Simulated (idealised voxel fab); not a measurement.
Process module name: voxel quadruple lines
We display cut, a cross-section 275 nm in width whose square cells are each 5 nm.
For the purposes of this document, a cross-section shall be understood as a grid of square cells, specified as bands listed in top-to-bottom order, each band consisting of one or more rows of cells. The entry gives the band's vertical extent as a top height and a bottom height in nm, then its horizontal make-up as materials from left to right, each with a width in nm. "blank" stands for empty space; a single material marked "throughout" fills the band edge to edge. Height reference: 0 = level under which incoming wafer is all one material. Lowest band: no bottom, runs on downward, e.g. "top 0, no bottom". You'd read "30->40" like this: the band's top row of cells is as wide as the first number, its bottom row is as wide as the second, and going down, every row changes width by the same amount as the row before did. "nothing altered" after a step means that no cell of the cross-section changed. In "Enclosed cavities" the enclosed voids are listed, meaning empty spaces of 8 cells or larger without any opening to the top. The form is width x height at distance, distance from the left edge, units nm. The remark found on a step's line after its settings is issued by the simulator itself and pertains to that step. "overlay nm" denotes, for a step that has a mask, the displacement of the mask to the right of its planned place, with negative values corresponding to the left.
Below is the list of planned process steps:
| 1 | RECEIVE | material Si |
| 2 | CONFORMAL_DEP | material SiO2 | thk nm 10 |
| 3 | DIRECTIONAL_DEP | material Ru | thk nm 10 |
| 4 | DIRECTIONAL_DEP | material polySi | thk nm 15 |
| 5 | DIRECTIONAL_DEP | material aC | thk nm 25 |
| 6 | PATTERN | tone cover | mask id MANDREL | material resist | width nm 25 | thk nm 35 | overlay nm 0 |
| 7 | DIRECTIONAL_ETCH | etch materials aC | depth nm 25 |
| 8 | STRIP | etch materials resist |
| 9 | CONFORMAL_DEP | material SiO2 | thk nm 15 |
| 10 | DIRECTIONAL_ETCH | etch materials SiO2 | depth nm 15 |
| 11 | STRIP | etch materials aC |
| 12 | DIRECTIONAL_ETCH | etch materials polySi | depth nm 15 |
| 13 | STRIP | etch materials SiO2 |
| 14 | CONFORMAL_DEP | material SiCN | thk nm 5 |
| 15 | DIRECTIONAL_ETCH | etch materials SiCN | depth nm 5 |
| 16 | STRIP | etch materials polySi |
| 17 | DIRECTIONAL_ETCH | etch materials Ru | depth nm 10 |
| 18 | STRIP | etch materials SiCN |
Here's what the wafer looked like in cross-section when it arrived - that's after step 1:
- top 0, no bottom | Si throughout
- Enclosed cavities: none
Final cross-section, module run with one mistake (start and plan as above):
- top 10, bottom 0 | blank=105, Ru=5, blank=15, Ru=5, blank=15, Ru=5, blank=15, Ru=5, blank=105
- top 0, no bottom | Si throughout
- Enclosed cavities: none
Here's what went sideways: plan step 2 skipped
